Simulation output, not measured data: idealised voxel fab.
The document below concerns the process module designated voxel transistor to metal.
Cross-section cut spans 175 nm and uses square cells 5 nm in size.
When this document writes out a cross-section, it uses a grid of square cells and lists it as bands, beginning at the top and moving down, with a band standing for one or more rows of cells. Within each band entry, the heights of the top and of the bottom of the band appear first, in that order and in nm; the materials of the band then follow from left to right, each with its corresponding width in nm. The designation "full width" on a single material indicates that it fills the band from edge to edge; the designation "air" indicates empty space. The reference from which all heights are counted is 0, the level beneath which the as-received wafer is entirely one material; the lowest band, having no lower bound, proceeds downward and is written after the example "0 nm and below". So if you see something like "30 to 40" for the width, read it as the top row of the band sitting at the first number and the bottom row at the second, with every row in between moving by the same amount as the last. Step marked "same as before"? Then no cell in the cross-section changed in it. You'll see "Enclosed internal cavities" listing empty spaces that have no way open to the top, as long as they're 8 cells or more; the notation is width x height at distance, where the distance is from the left edge, and all of it is in nm. Text after the settings on a step's line: the simulator's own remark on that step. The setting "overlay nm" may be written on the line of a step. When the step uses a mask, the value reports how far to the right of the planned place the mask lay, and a negative value reports that it lay to the left.
**Process steps (planned)**
| 1 | RECEIVE (material Si) |
| 2 | OXIDIZE (depth nm 5) |
| 3 | CONFORMAL_DEP (material SiN; thk nm 10) |
| 4 | PATTERN (tone cover; mask id ACTIVE; material resist; width nm 105; thk nm 20; overlay nm 0) |
| 5 | DIRECTIONAL_ETCH (etch materials SiN; depth nm 10) |
| 6 | DIRECTIONAL_ETCH (etch materials SiO2; depth nm 5) |
| 7 | DIRECTIONAL_ETCH (etch materials Si; depth nm 25) |
| 8 | STRIP (etch materials resist) |
| 9 | OXIDIZE (depth nm 5) |
| 10 | FILL_DEP (material SiO2; thk nm 15) |
| 11 | CMP (height nm 10) |
| 12 | SELECTIVE_ETCH (etch materials SiO2; depth nm 5) |
| 13 | STRIP (etch materials SiN) |
| 14 | SELECTIVE_ETCH (etch materials SiO2; depth nm 5) |
| 15 | OXIDIZE (depth nm 5) |
| 16 | DIRECTIONAL_DEP (material polySi; thk nm 20) |
| 17 | DIRECTIONAL_DEP (material SiCN; thk nm 10) |
| 18 | MASKED_ETCH (tone cover; mask id GATE; width nm 25; etch materials SiCN; depth nm 20; overlay nm 0) |
| 19 | MASKED_ETCH (tone cover; mask id GATE; width nm 25; etch materials polySi; depth nm 30; overlay nm 0) |
| 20 | CONFORMAL_DEP (material SiO2; thk nm 5) |
| 21 | DIRECTIONAL_ETCH (etch materials SiO2; depth nm 5) |
| 22 | CONFORMAL_DEP (material SiN; thk nm 10) |
| 23 | DIRECTIONAL_ETCH (etch materials SiN; depth nm 10) |
| 24 | DIRECTIONAL_ETCH (etch materials SiO2; depth nm 5) |
| 25 | DIRECTIONAL_ETCH (etch materials Si; depth nm 15) |
| 26 | EPI (material nSi; thk nm 15) |
| 27 | FILL_DEP (material SiO2; thk nm 5) |
| 28 | CMP (height nm 15) |
| 29 | STRIP (etch materials polySi) |
| 30 | SELECTIVE_ETCH (etch materials SiO2; depth nm 5) |
| 31 | CONFORMAL_DEP (material HfO2; thk nm 5) |
| 32 | CONFORMAL_DEP (material TiN; thk nm 5) |
| 33 | FILL_DEP (material W; thk nm 10) |
| 34 | CMP (height nm 10) |
| 35 | DIRECTIONAL_DEP (material SiO2; thk nm 15) |
| 36 | DIRECTIONAL_DEP (material aC; thk nm 10) |
| 37 | PATTERN (tone open; mask id CONTACT; material resist; width nm 20; pitch nm 75; thk nm 30; overlay nm 0) |
| 38 | DIRECTIONAL_ETCH (etch materials aC; depth nm 10) |
| 39 | STRIP (etch materials resist) |
| 40 | DIRECTIONAL_ETCH (etch materials SiO2; depth nm 20) |
| 41 | STRIP (etch materials aC) |
| 42 | CONFORMAL_DEP (material TiN; thk nm 5) |
| 43 | FILL_DEP (material W; thk nm 10) |
| 44 | CMP (height nm 25) |
| 45 | DIRECTIONAL_DEP (material TiN; thk nm 5) |
| 46 | DIRECTIONAL_DEP (material W; thk nm 15) |
| 47 | PATTERN (tone cover; mask id METAL_1; material resist; width nm 20; pitch nm 75; thk nm 20; overlay nm 0) |
| 48 | DIRECTIONAL_ETCH (etch materials W; depth nm 15) |
| 49 | DIRECTIONAL_ETCH (etch materials TiN; depth nm 5) |
| 50 | STRIP (etch materials resist) |
| 51 | FILL_DEP (material SiO2; thk nm 10) |
| 52 | CMP (height nm 45) |
| 53 | CONFORMAL_DEP (material SiCN; thk nm 5) |
| 54 | DIRECTIONAL_DEP (material SiO2; thk nm 25) |
| 55 | MASKED_ETCH (tone open; mask id METAL_2; width nm 20; pitch nm 75; etch materials SiO2; depth nm 15; overlay nm 0) |
| 56 | MASKED_ETCH (tone open; mask id METAL_2_HOLES; width nm 15; pitch nm 75; etch materials SiO2; depth nm 10; overlay nm 0) |
| 57 | MASKED_ETCH (tone open; mask id METAL_2_HOLES; width nm 15; pitch nm 75; etch materials SiCN; depth nm 5; overlay nm 0) |
| 58 | CONFORMAL_DEP (material TiN; thk nm 5) |
| 59 | FILL_DEP (material Cu; thk nm 5) |
| 60 | CMP (height nm 75) |
| 61 | CONFORMAL_DEP (material SiN; thk nm 5) |
**Of two wafers, the first: run according to plan**
**So this is the incoming wafer in cross-section - it's already been through step 1**
    0 nm and below = Si full width
    Enclosed internal cavities: none
**Upon completion of step 2, the wafer appears in cross-section as shown**
    0 nm to -5 nm = SiO2 full width
    Lower than -5, everything is as it was.
**Upon completion of step 3, the wafer appears in cross-section as shown**
    10 nm to 0 nm = SiN full width
    Lower than 0, everything is as it was.
**Upon completion of step 4, the wafer appears in cross-section as shown**
    30 nm to 10 nm = air 35 / resist 105 / air 35
    Lower than 10, everything is as it was.
**Upon completion of step 5, the wafer appears in cross-section as shown**
    30 nm to 10 nm = air 35 / resist 105 / air 35
    10 nm to 0 nm = air 35 / SiN 105 / air 35
    Lower than 0, everything is as it was.
**Upon completion of step 6, the wafer appears in cross-section as shown**
    30 nm to 10 nm = air 35 / resist 105 / air 35
    10 nm to 0 nm = air 35 / SiN 105 / air 35
    0 nm to -5 nm = air 35 / SiO2 105 / air 35
    Lower than -5, everything is as it was.
**Upon completion of step 7, the wafer appears in cross-section as shown**
    30 nm to 10 nm = air 35 / resist 105 / air 35
    10 nm to 0 nm = air 35 / SiN 105 / air 35
    0 nm to -5 nm = air 35 / SiO2 105 / air 35
    -5 nm to -30 nm = air 35 / Si 105 / air 35
    Lower than -30, everything is as it was.
**Upon completion of step 8, the wafer appears in cross-section as shown**
    10 nm to 0 nm = air 35 / SiN 105 / air 35
    Lower than 0, everything is as it was.
**Upon completion of step 9, the wafer appears in cross-section as shown**
    10 nm to 0 nm = air 35 / SiN 105 / air 35
    0 nm to -5 nm = air 35 / SiO2 105 / air 35
    -5 nm to -30 nm = air 35 / SiO2 5 / Si 95 / SiO2 5 / air 35
    -30 nm to -35 nm = SiO2 40 / Si 95 / SiO2 40
    Lower than -35, everything is as it was.
**Upon completion of step 10, the wafer appears in cross-section as shown**
    25 nm to 10 nm = SiO2 full width
    10 nm to 0 nm = SiO2 35 / SiN 105 / SiO2 35
    0 nm to -5 nm = SiO2 full width
    -5 nm to -35 nm = SiO2 40 / Si 95 / SiO2 40
    Lower than -35, everything is as it was.
**Upon completion of step 11, the wafer appears in cross-section as shown**
    10 nm to 0 nm = SiO2 35 / SiN 105 / SiO2 35
    Lower than 0, everything is as it was.
**Upon completion of step 12, the wafer appears in cross-section as shown**
    10 nm to 5 nm = air 35 / SiN 105 / air 35
    Lower than 5, everything is as it was.
**Upon completion of step 13, the wafer appears in cross-section as shown**
    5 nm to 0 nm = SiO2 35 / air 105 / SiO2 35
    Lower than 0, everything is as it was.
**Upon completion of step 14, the wafer appears in cross-section as shown**
    0 nm to -5 nm = SiO2 30 / air 115 / SiO2 30
    Lower than -5, everything is as it was.
**Upon completion of step 15, the wafer appears in cross-section as shown**
    0 nm to -5 nm = SiO2 30 / air 115 / SiO2 30
    -5 nm to -10 nm = SiO2 full width
    Lower than -10, everything is as it was.
**Upon completion of step 16, the wafer appears in cross-section as shown**
    20 nm to 15 nm = polySi 30 / air 115 / polySi 30
    15 nm to 0 nm = polySi full width
    0 nm to -5 nm = SiO2 30 / polySi 115 / SiO2 30
    Lower than -5, everything is as it was.
**Upon completion of step 17, the wafer appears in cross-section as shown**
    30 nm to 25 nm = SiCN 30 / air 115 / SiCN 30
    25 nm to 20 nm = SiCN full width
    20 nm to 15 nm = polySi 30 / SiCN 115 / polySi 30
    Lower than 15, everything is as it was.
**Upon completion of step 18, the wafer appears in cross-section as shown**
    25 nm to 20 nm = air 75 / SiCN 25 / air 75
    20 nm to 15 nm = polySi 30 / air 45 / SiCN 25 / air 45 / polySi 30
    Lower than 15, everything is as it was.
**Upon completion of step 19, the wafer appears in cross-section as shown**
    25 nm to 15 nm = air 75 / SiCN 25 / air 75
    15 nm to 0 nm = air 75 / polySi 25 / air 75
    0 nm to -5 nm = SiO2 30 / air 45 / polySi 25 / air 45 / SiO2 30
    Lower than -5, everything is as it was.
**Upon completion of step 20, the wafer appears in cross-section as shown**
    30 nm to 25 nm = air 70 / SiO2 35 / air 70
    25 nm to 15 nm = air 70 / SiO2 5 / SiCN 25 / SiO2 5 / air 70
    15 nm to 5 nm = air 70 / SiO2 5 / polySi 25 / SiO2 5 / air 70
    5 nm to 0 nm = SiO2 35 / air 35 / SiO2 5 / polySi 25 / SiO2 5 / air 35 / SiO2 35
    0 nm to -5 nm = SiO2 75 / polySi 25 / SiO2 75
    Lower than -5, everything is as it was.
**Upon completion of step 21, the wafer appears in cross-section as shown**
    25 nm to 15 nm = air 70 / SiO2 5 / SiCN 25 / SiO2 5 / air 70
    15 nm to 0 nm = air 70 / SiO2 5 / polySi 25 / SiO2 5 / air 70
    0 nm to -5 nm = SiO2 35 / air 35 / SiO2 5 / polySi 25 / SiO2 5 / air 35 / SiO2 35
    Lower than -5, everything is as it was.
**Upon completion of step 22, the wafer appears in cross-section as shown**
    35 nm to 25 nm = air 60 / SiN 55 / air 60
    25 nm to 15 nm = air 60 / SiN 10 / SiO2 5 / SiCN 25 / SiO2 5 / SiN 10 / air 60
    15 nm to 10 nm = air 60 / SiN 10 / SiO2 5 / polySi 25 / SiO2 5 / SiN 10 / air 60
    10 nm to 5 nm = SiN 45 / air 15 / SiN 10 / SiO2 5 / polySi 25 / SiO2 5 / SiN 10 / air 15 / SiN 45
    5 nm to 0 nm = SiN 70 / SiO2 5 / polySi 25 / SiO2 5 / SiN 70
    0 nm to -5 nm = SiO2 35 / SiN 35 / SiO2 5 / polySi 25 / SiO2 5 / SiN 35 / SiO2 35
    Lower than -5, everything is as it was.
**Upon completion of step 23, the wafer appears in cross-section as shown**
    25 nm to 15 nm = air 60 / SiN 10 / SiO2 5 / SiCN 25 / SiO2 5 / SiN 10 / air 60
    15 nm to 0 nm = air 60 / SiN 10 / SiO2 5 / polySi 25 / SiO2 5 / SiN 10 / air 60
    0 nm to -5 nm = SiO2 35 / SiN 10 / air 15 / SiN 10 / SiO2 5 / polySi 25 / SiO2 5 / SiN 10 / air 15 / SiN 10 / SiO2 35
    Lower than -5, everything is as it was.
**Upon completion of step 24, the wafer appears in cross-section as shown**
    25 nm to 20 nm = air 60 / SiN 10 / air 5 / SiCN 25 / air 5 / SiN 10 / air 60
    20 nm to 15 nm = air 60 / SiN 10 / SiO2 5 / SiCN 25 / SiO2 5 / SiN 10 / air 60
    15 nm to 0 nm = air 60 / SiN 10 / SiO2 5 / polySi 25 / SiO2 5 / SiN 10 / air 60
    0 nm to -5 nm = air 35 / SiN 10 / air 15 / SiN 10 / SiO2 5 / polySi 25 / SiO2 5 / SiN 10 / air 15 / SiN 10 / air 35
    -5 nm to -10 nm = SiO2 45 / air 15 / SiO2 55 / air 15 / SiO2 45
    Lower than -10, everything is as it was.
**Upon completion of step 25, the wafer appears in cross-section as shown**
    25 nm to 20 nm = air 60 / SiN 10 / air 5 / SiCN 25 / air 5 / SiN 10 / air 60
    20 nm to 15 nm = air 60 / SiN 10 / SiO2 5 / SiCN 25 / SiO2 5 / SiN 10 / air 60
    15 nm to 0 nm = air 60 / SiN 10 / SiO2 5 / polySi 25 / SiO2 5 / SiN 10 / air 60
    0 nm to -5 nm = air 35 / SiN 10 / air 15 / SiN 10 / SiO2 5 / polySi 25 / SiO2 5 / SiN 10 / air 15 / SiN 10 / air 35
    -5 nm to -10 nm = SiO2 45 / air 15 / SiO2 55 / air 15 / SiO2 45
    -10 nm to -25 nm = SiO2 40 / Si 5 / air 15 / Si 55 / air 15 / Si 5 / SiO2 40
    Lower than -25, everything is as it was.
**Upon completion of step 26, the wafer appears in cross-section as shown**
    25 nm to 20 nm = air 60 / SiN 10 / air 5 / SiCN 25 / air 5 / SiN 10 / air 60
    20 nm to 15 nm = air 60 / SiN 10 / SiO2 5 / SiCN 25 / SiO2 5 / SiN 10 / air 60
    15 nm to 5 nm = air 60 / SiN 10 / SiO2 5 / polySi 25 / SiO2 5 / SiN 10 / air 60
    5 nm to 0 nm = air 40 / nSi 20 / SiN 10 / SiO2 5 / polySi 25 / SiO2 5 / SiN 10 / nSi 20 / air 40
    0 nm to -5 nm = air 35 / SiN 10 / nSi 15 / SiN 10 / SiO2 5 / polySi 25 / SiO2 5 / SiN 10 / nSi 15 / SiN 10 / air 35
    -5 nm to -10 nm = SiO2 45 / nSi 15 / SiO2 55 / nSi 15 / SiO2 45
    -10 nm to -25 nm = SiO2 40 / Si 5 / nSi 15 / Si 55 / nSi 15 / Si 5 / SiO2 40
    Lower than -25, everything is as it was.
**Upon completion of step 27, the wafer appears in cross-section as shown**
    30 nm to 25 nm = SiO2 full width
    25 nm to 15 nm = SiO2 60 / SiN 10 / SiO2 5 / SiCN 25 / SiO2 5 / SiN 10 / SiO2 60
    15 nm to 5 nm = SiO2 60 / SiN 10 / SiO2 5 / polySi 25 / SiO2 5 / SiN 10 / SiO2 60
    5 nm to 0 nm = SiO2 40 / nSi 20 / SiN 10 / SiO2 5 / polySi 25 / SiO2 5 / SiN 10 / nSi 20 / SiO2 40
    0 nm to -5 nm = SiO2 35 / SiN 10 / nSi 15 / SiN 10 / SiO2 5 / polySi 25 / SiO2 5 / SiN 10 / nSi 15 / SiN 10 / SiO2 35
    Lower than -5, everything is as it was.
**Upon completion of step 28, the wafer appears in cross-section as shown**
    15 nm to 5 nm = SiO2 60 / SiN 10 / SiO2 5 / polySi 25 / SiO2 5 / SiN 10 / SiO2 60
    Lower than 5, everything is as it was.
**Upon completion of step 29, the wafer appears in cross-section as shown**
    15 nm to 5 nm = SiO2 60 / SiN 10 / SiO2 5 / air 25 / SiO2 5 / SiN 10 / SiO2 60
    5 nm to 0 nm = SiO2 40 / nSi 20 / SiN 10 / SiO2 5 / air 25 / SiO2 5 / SiN 10 / nSi 20 / SiO2 40
    0 nm to -5 nm = SiO2 35 / SiN 10 / nSi 15 / SiN 10 / SiO2 5 / air 25 / SiO2 5 / SiN 10 / nSi 15 / SiN 10 / SiO2 35
    Lower than -5, everything is as it was.
**Upon completion of step 30, the wafer appears in cross-section as shown**
    15 nm to 10 nm = air 60 / SiN 10 / air 35 / SiN 10 / air 60
    10 nm to 5 nm = SiO2 60 / SiN 10 / air 35 / SiN 10 / SiO2 60
    5 nm to 0 nm = SiO2 40 / nSi 20 / SiN 10 / air 35 / SiN 10 / nSi 20 / SiO2 40
    0 nm to -5 nm = SiO2 35 / SiN 10 / nSi 15 / SiN 10 / air 35 / SiN 10 / nSi 15 / SiN 10 / SiO2 35
    -5 nm to -10 nm = SiO2 45 / nSi 15 / SiO2 10 / air 35 / SiO2 10 / nSi 15 / SiO2 45
    Lower than -10, everything is as it was.
**Upon completion of step 31, the wafer appears in cross-section as shown**
    20 nm to 15 nm = air 55 / HfO2 20 / air 25 / HfO2 20 / air 55
    15 nm to 10 nm = HfO2 60 / SiN 10 / HfO2 5 / air 25 / HfO2 5 / SiN 10 / HfO2 60
    10 nm to 5 nm = SiO2 60 / SiN 10 / HfO2 5 / air 25 / HfO2 5 / SiN 10 / SiO2 60
    5 nm to 0 nm = SiO2 40 / nSi 20 / SiN 10 / HfO2 5 / air 25 / HfO2 5 / SiN 10 / nSi 20 / SiO2 40
    0 nm to -5 nm = SiO2 35 / SiN 10 / nSi 15 / SiN 10 / HfO2 5 / air 25 / HfO2 5 / SiN 10 / nSi 15 / SiN 10 / SiO2 35
    -5 nm to -10 nm = SiO2 45 / nSi 15 / SiO2 10 / HfO2 35 / SiO2 10 / nSi 15 / SiO2 45
    Lower than -10, everything is as it was.
**Upon completion of step 32, the wafer appears in cross-section as shown**
    25 nm to 20 nm = air 50 / TiN 30 / air 15 / TiN 30 / air 50
    20 nm to 15 nm = TiN 55 / HfO2 20 / TiN 5 / air 15 / TiN 5 / HfO2 20 / TiN 55
    15 nm to 10 nm = HfO2 60 / SiN 10 / HfO2 5 / TiN 5 / air 15 / TiN 5 / HfO2 5 / SiN 10 / HfO2 60
    10 nm to 5 nm = SiO2 60 / SiN 10 / HfO2 5 / TiN 5 / air 15 / TiN 5 / HfO2 5 / SiN 10 / SiO2 60
    5 nm to 0 nm = SiO2 40 / nSi 20 / SiN 10 / HfO2 5 / TiN 5 / air 15 / TiN 5 / HfO2 5 / SiN 10 / nSi 20 / SiO2 40
    0 nm to -5 nm = SiO2 35 / SiN 10 / nSi 15 / SiN 10 / HfO2 5 / TiN 25 / HfO2 5 / SiN 10 / nSi 15 / SiN 10 / SiO2 35
    Lower than -5, everything is as it was.
**Upon completion of step 33, the wafer appears in cross-section as shown**
    35 nm to 25 nm = W full width
    25 nm to 20 nm = W 50 / TiN 30 / W 15 / TiN 30 / W 50
    20 nm to 15 nm = TiN 55 / HfO2 20 / TiN 5 / W 15 / TiN 5 / HfO2 20 / TiN 55
    15 nm to 10 nm = HfO2 60 / SiN 10 / HfO2 5 / TiN 5 / W 15 / TiN 5 / HfO2 5 / SiN 10 / HfO2 60
    10 nm to 5 nm = SiO2 60 / SiN 10 / HfO2 5 / TiN 5 / W 15 / TiN 5 / HfO2 5 / SiN 10 / SiO2 60
    5 nm to 0 nm = SiO2 40 / nSi 20 / SiN 10 / HfO2 5 / TiN 5 / W 15 / TiN 5 / HfO2 5 / SiN 10 / nSi 20 / SiO2 40
    Lower than 0, everything is as it was.
**Upon completion of step 34, the wafer appears in cross-section as shown**
    10 nm to 5 nm = SiO2 60 / SiN 10 / HfO2 5 / TiN 5 / W 15 / TiN 5 / HfO2 5 / SiN 10 / SiO2 60
    Lower than 5, everything is as it was.
**Upon completion of step 35, the wafer appears in cross-section as shown**
    25 nm to 10 nm = SiO2 full width
    Lower than 10, everything is as it was.
**Upon completion of step 36, the wafer appears in cross-section as shown**
    35 nm to 25 nm = aC full width
    Lower than 25, everything is as it was.
**Upon completion of step 37, the wafer appears in cross-section as shown**
    65 nm to 35 nm = resist 40 / air 20 / resist 55 / air 20 / resist 40
    Lower than 35, everything is as it was.
**Upon completion of step 38, the wafer appears in cross-section as shown**
    55 nm to 35 nm = resist 40 / air 20 / resist 55 / air 20 / resist 40
    35 nm to 25 nm = aC 40 / air 20 / aC 55 / air 20 / aC 40
    Lower than 25, everything is as it was.
**Upon completion of step 39, the wafer appears in cross-section as shown**
    35 nm to 25 nm = aC 40 / air 20 / aC 55 / air 20 / aC 40
    Lower than 25, everything is as it was.
**Upon completion of step 40, the wafer appears in cross-section as shown**
    35 nm to 25 nm = aC 40 / air 20 / aC 55 / air 20 / aC 40
    25 nm to 10 nm = SiO2 40 / air 20 / SiO2 55 / air 20 / SiO2 40
    10 nm to 5 nm = SiO2 40 / air 20 / SiN 10 / HfO2 5 / TiN 5 / W 15 / TiN 5 / HfO2 5 / SiN 10 / air 20 / SiO2 40
    Lower than 5, everything is as it was.
**Upon completion of step 41, the wafer appears in cross-section as shown**
    25 nm to 10 nm = SiO2 40 / air 20 / SiO2 55 / air 20 / SiO2 40
    Lower than 10, everything is as it was.
**Upon completion of step 42, the wafer appears in cross-section as shown**
    30 nm to 25 nm = TiN 45 / air 10 / TiN 65 / air 10 / TiN 45
    25 nm to 10 nm = SiO2 40 / TiN 5 / air 10 / TiN 5 / SiO2 55 / TiN 5 / air 10 / TiN 5 / SiO2 40
    10 nm to 5 nm = SiO2 40 / TiN 20 / SiN 10 / HfO2 5 / TiN 5 / W 15 / TiN 5 / HfO2 5 / SiN 10 / TiN 20 / SiO2 40
    Lower than 5, everything is as it was.
**Upon completion of step 43, the wafer appears in cross-section as shown**
    40 nm to 30 nm = W full width
    30 nm to 25 nm = TiN 45 / W 10 / TiN 65 / W 10 / TiN 45
    25 nm to 10 nm = SiO2 40 / TiN 5 / W 10 / TiN 5 / SiO2 55 / TiN 5 / W 10 / TiN 5 / SiO2 40
    Lower than 10, everything is as it was.
**Upon completion of step 44, the wafer appears in cross-section as shown**
    25 nm to 10 nm = SiO2 40 / TiN 5 / W 10 / TiN 5 / SiO2 55 / TiN 5 / W 10 / TiN 5 / SiO2 40
    Lower than 10, everything is as it was.
**Upon completion of step 45, the wafer appears in cross-section as shown**
    30 nm to 25 nm = TiN full width
    Lower than 25, everything is as it was.
**Upon completion of step 46, the wafer appears in cross-section as shown**
    45 nm to 30 nm = W full width
    Lower than 30, everything is as it was.
**Upon completion of step 47, the wafer appears in cross-section as shown**
    65 nm to 45 nm = air 40 / resist 20 / air 55 / resist 20 / air 40
    Lower than 45, everything is as it was.
**Upon completion of step 48, the wafer appears in cross-section as shown**
    65 nm to 45 nm = air 40 / resist 20 / air 55 / resist 20 / air 40
    45 nm to 30 nm = air 40 / W 20 / air 55 / W 20 / air 40
    Lower than 30, everything is as it was.
**Upon completion of step 49, the wafer appears in cross-section as shown**
    65 nm to 45 nm = air 40 / resist 20 / air 55 / resist 20 / air 40
    45 nm to 30 nm = air 40 / W 20 / air 55 / W 20 / air 40
    30 nm to 25 nm = air 40 / TiN 20 / air 55 / TiN 20 / air 40
    Lower than 25, everything is as it was.
**Upon completion of step 50, the wafer appears in cross-section as shown**
    45 nm to 30 nm = air 40 / W 20 / air 55 / W 20 / air 40
    Lower than 30, everything is as it was.
**Upon completion of step 51, the wafer appears in cross-section as shown**
    55 nm to 45 nm = SiO2 full width
    45 nm to 30 nm = SiO2 40 / W 20 / SiO2 55 / W 20 / SiO2 40
    30 nm to 25 nm = SiO2 40 / TiN 20 / SiO2 55 / TiN 20 / SiO2 40
    Lower than 25, everything is as it was.
**Upon completion of step 52, the wafer appears in cross-section as shown**
    45 nm to 30 nm = SiO2 40 / W 20 / SiO2 55 / W 20 / SiO2 40
    Lower than 30, everything is as it was.
**Upon completion of step 53, the wafer appears in cross-section as shown**
    50 nm to 45 nm = SiCN full width
    Lower than 45, everything is as it was.
**Upon completion of step 54, the wafer appears in cross-section as shown**
    75 nm to 50 nm = SiO2 full width
    Lower than 50, everything is as it was.
**Upon completion of step 55, the wafer appears in cross-section as shown**
    75 nm to 60 nm = SiO2 40 / air 20 / SiO2 55 / air 20 / SiO2 40
    Lower than 60, everything is as it was.
**Upon completion of step 56, the wafer appears in cross-section as shown**
    75 nm to 60 nm = SiO2 40 / air 20 / SiO2 55 / air 20 / SiO2 40
    60 nm to 50 nm = SiO2 40 / air 15 / SiO2 60 / air 15 / SiO2 45
    Lower than 50, everything is as it was.
**Upon completion of step 57, the wafer appears in cross-section as shown**
    75 nm to 60 nm = SiO2 40 / air 20 / SiO2 55 / air 20 / SiO2 40
    60 nm to 50 nm = SiO2 40 / air 15 / SiO2 60 / air 15 / SiO2 45
    50 nm to 45 nm = SiCN 40 / air 15 / SiCN 60 / air 15 / SiCN 45
    Lower than 45, everything is as it was.
**Upon completion of step 58, the wafer appears in cross-section as shown**
    80 nm to 75 nm = TiN 45 / air 10 / TiN 65 / air 10 / TiN 45
    75 nm to 65 nm = SiO2 40 / TiN 5 / air 10 / TiN 5 / SiO2 55 / TiN 5 / air 10 / TiN 5 / SiO2 40
    65 nm to 60 nm = SiO2 40 / TiN 5 / air 5 / TiN 10 / SiO2 55 / TiN 5 / air 5 / TiN 10 / SiO2 40
    60 nm to 50 nm = SiO2 40 / TiN 5 / air 5 / TiN 5 / SiO2 60 / TiN 5 / air 5 / TiN 5 / SiO2 45
    50 nm to 45 nm = SiCN 40 / TiN 15 / SiCN 60 / TiN 15 / SiCN 45
    Lower than 45, everything is as it was.
**Upon completion of step 59, the wafer appears in cross-section as shown**
    85 nm to 80 nm = Cu full width
    80 nm to 75 nm = TiN 45 / Cu 10 / TiN 65 / Cu 10 / TiN 45
    75 nm to 65 nm = SiO2 40 / TiN 5 / Cu 10 / TiN 5 / SiO2 55 / TiN 5 / Cu 10 / TiN 5 / SiO2 40
    65 nm to 60 nm = SiO2 40 / TiN 5 / Cu 5 / TiN 10 / SiO2 55 / TiN 5 / Cu 5 / TiN 10 / SiO2 40
    60 nm to 50 nm = SiO2 40 / TiN 5 / Cu 5 / TiN 5 / SiO2 60 / TiN 5 / Cu 5 / TiN 5 / SiO2 45
    Lower than 50, everything is as it was.
**Upon completion of step 60, the wafer appears in cross-section as shown**
    75 nm to 65 nm = SiO2 40 / TiN 5 / Cu 10 / TiN 5 / SiO2 55 / TiN 5 / Cu 10 / TiN 5 / SiO2 40
    Lower than 65, everything is as it was.
**Upon completion of step 61, the wafer appears in cross-section as shown**
    80 nm to 75 nm = SiN full width
    Lower than 75, everything is as it was.
**Wafer two: like wafer one in start and plan, but with one mistake in execution; identical up to and including step 56**
**Cross-sectional representation of the second wafer at the time designated in the plan for the completion of step 57**
    75 nm to 60 nm = SiO2 40 / air 20 / SiO2 55 / air 20 / SiO2 40
    60 nm to 50 nm = SiO2 40 / air 15 / SiO2 60 / air 15 / SiO2 45
    50 nm to 45 nm = SiCN 40 / air 10 / SiCN 65 / air 10 / SiCN 50
    Lower than 45, everything is as it was.
**Cross-sectional representation of the second wafer at the time designated in the plan for the completion of step 58**
    80 nm to 75 nm = TiN 45 / air 10 / TiN 65 / air 10 / TiN 45
    75 nm to 65 nm = SiO2 40 / TiN 5 / air 10 / TiN 5 / SiO2 55 / TiN 5 / air 10 / TiN 5 / SiO2 40
    65 nm to 55 nm = SiO2 40 / TiN 5 / air 5 / TiN 10 to 5 / SiO2 55 to 60 / TiN 5 / air 5 / TiN 10 to 5 / SiO2 40 to 45
    55 nm to 50 nm = SiO2 40 / TiN 15 / SiO2 60 / TiN 15 / SiO2 45
    50 nm to 45 nm = SiCN 40 / TiN 10 / SiCN 65 / TiN 10 / SiCN 50
    Lower than 45, everything is as it was.
**Cross-sectional representation of the second wafer at the time designated in the plan for the completion of step 59**
    85 nm to 80 nm = Cu full width
    80 nm to 75 nm = TiN 45 / Cu 10 / TiN 65 / Cu 10 / TiN 45
    75 nm to 65 nm = SiO2 40 / TiN 5 / Cu 10 / TiN 5 / SiO2 55 / TiN 5 / Cu 10 / TiN 5 / SiO2 40
    65 nm to 55 nm = SiO2 40 / TiN 5 / Cu 5 / TiN 10 to 5 / SiO2 55 to 60 / TiN 5 / Cu 5 / TiN 10 to 5 / SiO2 40 to 45
    Lower than 55, everything is as it was.
**Cross-sectional representation of the second wafer at the time designated in the plan for the completion of step 60**
    75 nm to 65 nm = SiO2 40 / TiN 5 / Cu 10 / TiN 5 / SiO2 55 / TiN 5 / Cu 10 / TiN 5 / SiO2 40
    Lower than 65, everything is as it was.
**Cross-sectional representation of the second wafer at the time designated in the plan for the completion of step 61**
    80 nm to 75 nm = SiN full width
    Lower than 75, everything is as it was.
What went wrong in running the wafer? note that step 57 departed from the planned setting and was carried out as MASKED_ETCH (tone open; mask id METAL_2_HOLES; width nm 15; pitch nm 75; etch materials SiCN; depth nm 5; overlay nm -5)
In the final state, the cell counts of the second wafer exceed or fall short of those of the first for the following materials: 2 fewer of Cu, 2 more of SiCN
